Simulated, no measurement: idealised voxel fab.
The process module that follows is named voxel air gaps.
Cross-section cut spans 250 nm and uses square cells 5 nm in size.
Cross-section, as written here: a square-cell grid given band by band from the top down, where a band holds one or more rows of cells. Within each band entry, the heights of the top and of the bottom of the band appear first, in that order and in nm; the materials of the band then follow from left to right, each with its corresponding width in nm. The designation "full width" on a single material indicates that it fills the band from edge to edge; the designation "empty" indicates empty space. All heights in this document are referenced to 0, defined as the level beneath which the wafer, as received, consists entirely of one material. The lowest band is not bounded below; it extends indefinitely downward and is written in the form "0..down". A width such as "30->40" changes by the same amount from each row of cells to the next, from the band's top row to its bottom row. Take "stayed the same" at face value: in the step it is given for, the cross-section changed in none of its cells. The entry titled "Sealed cavities" provides the empty spaces that have no open way to the top, restricted to those of 8 cells or more. Each is presented as width x height at distance, the distance being measured from the left edge, with all three in nm. The remark found on a step's line after its settings is issued by the simulator itself and pertains to that step. For masked steps, "overlay nm" on the step line gives how far right of plan the mask actually lay; a minus sign means it lay to the left.

# The process steps that were planned are listed below
1 RECEIVE: material Si
2 CONFORMAL_DEP: material SiO2, thk nm 5
3 CONFORMAL_DEP: material SiN, thk nm 5
4 DIRECTIONAL_DEP: material lowk, thk nm 30
5 DIRECTIONAL_DEP: material aC, thk nm 15
6 PATTERN: tone open, mask id LINES, material resist, width nm 15, pitch nm 40, thk nm 35, overlay nm 0
7 DIRECTIONAL_ETCH: etch materials aC, depth nm 15
8 STRIP: etch materials resist
9 DIRECTIONAL_ETCH: etch materials lowk, depth nm 30
10 STRIP: etch materials aC
11 CONFORMAL_DEP: material TiN, thk nm 5
12 FILL_DEP: material Cu, thk nm 5
13 CMP: height nm 45
14 EPI: material Ru, thk nm 10
15 SELECTIVE_ETCH: etch materials lowk, depth nm 40
16 CONFORMAL_DEP: material SiN, thk nm 5
Where the wafers of this document differ is in the thk nm of step 2; they start out the same, and the plan states the value that applied to the first wafer.

# Cross-sectional view of the first of several wafers in the as-received condition, corresponding to the state following step 1
    0..down: Si full width
    Sealed cavities: none

# wafer rows; end of module; cells per material since receipt: (+) gained, (-) lost; then closed voids
thk nm 5, +24 Cu, +100 Ru, +100 SiN, +50 SiO2, +98 TiN, +228 lowk, Sealed cavities: none
thk nm 10, +20 Cu, +56 Ru, +184 SiN, +100 SiO2, +52 TiN, Sealed cavities: 15 x 20 at 75; 15 x 20 at 115; 15 x 20 at 155
thk nm 15, +16 Cu, +56 Ru, +176 SiN, +150 SiO2, +44 TiN, Sealed cavities: 15 x 15 at 75; 15 x 15 at 115; 15 x 15 at 155
thk nm 20, +12 Cu, +56 Ru, +168 SiN, +200 SiO2, +36 TiN, Sealed cavities: none
thk nm 25, +8 Cu, +56 Ru, +160 SiN, +250 SiO2, +28 TiN, Sealed cavities: none
